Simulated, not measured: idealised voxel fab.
process module | voxel self aligned vias
cross-section cut | 230 nm wide | cells 5 nm
A cross-section is a grid of square cells, given in bands from the top down. A band is one or more rows of cells.
Each band's line starts with the height of the band's top and of its bottom, in nm. Then come its materials from left to right, each with its width in nm. One material with "throughout" fills the band from edge to edge. "air" is empty space.
Height 0 is the level under which the wafer as received is all one material. The lowest band goes on downwards, as in "0 down".
A width such as "30 to 40" changes by the same amount from each row of cells to the next, from the band's top row to its bottom row.
"no change" after a step means that no cell of the cross-section changed.
closed voids: empty space of 8 cells or more with no open way to the top, each as width x height at its distance from the left edge, in nm
after a step's settings: what the simulator itself notes on the step
overlay nm, on a step with a mask: how far to the right of its planned place the mask lay; to the left if negative
plan
1 op RECEIVE | material Si
2 op CONFORMAL_DEP | material SiO2 | thk nm 10
3 op CONFORMAL_DEP | material SiCN | thk nm 5
4 op DIRECTIONAL_DEP | material SiO2 | thk nm 30
5 op MASKED_ETCH | tone open | mask id LINES | width nm 20 | pitch nm 50 | etch materials SiO2 | depth nm 30 | overlay nm 0
6 op CONFORMAL_DEP | material TiN | thk nm 5
7 op FILL_DEP | material Ru | thk nm 10
8 op CMP | height nm 45
9 op SELECTIVE_ETCH | etch materials W Ru TiN | depth nm 10
10 op FILL_DEP | material SiN | thk nm 10
11 op CMP | height nm 45
12 op DIRECTIONAL_DEP | material SiO2 | thk nm 15
13 op PATTERN | tone open | mask id VIAS | material resist | width nm 30 | thk nm 20 | overlay nm 0
14 op DIRECTIONAL_ETCH | etch materials SiO2 | depth nm 15
15 op DIRECTIONAL_ETCH | etch materials SiN | depth nm 10
16 op STRIP | etch materials resist
17 op CONFORMAL_DEP | material TiN | thk nm 5
18 op FILL_DEP | material W | thk nm 5
19 op CMP | height nm 60
20 op CONFORMAL_DEP | material SiCN | thk nm 5
as received, after step 1
  0 down: Si throughout
  closed voids: none
a wafer at the end: this start, this plan, one mistake
  65 to 60: SiCN throughout
  60 to 50: SiO2 65 | TiN 5 | W 20 | TiN 5 | SiO2 135
  50 to 45: SiO2 65 | TiN 20 | W 5 | TiN 5 | SiO2 135
  45 to 40: SiO2 80 | TiN 5 | W 5 | TiN 5 | SiN 5 | SiO2 30 | SiN 20 | SiO2 80
  40 to 35: SiO2 80 | TiN 15 | SiN 5 | SiO2 30 | SiN 20 | SiO2 80
  35 to 20: SiO2 80 | TiN 5 | Ru 10 | TiN 5 | SiO2 30 | TiN 5 | Ru 10 | TiN 5 | SiO2 80
  20 to 15: SiO2 80 | TiN 20 | SiO2 30 | TiN 20 | SiO2 80
  15 to 10: SiCN throughout
  10 to 0: SiO2 throughout
  0 down: Si throughout
  closed voids: none
what went wrong: step 13 ran as: op PATTERN | tone open | mask id VIAS | material resist | width nm 30 | thk nm 20 | overlay nm -10
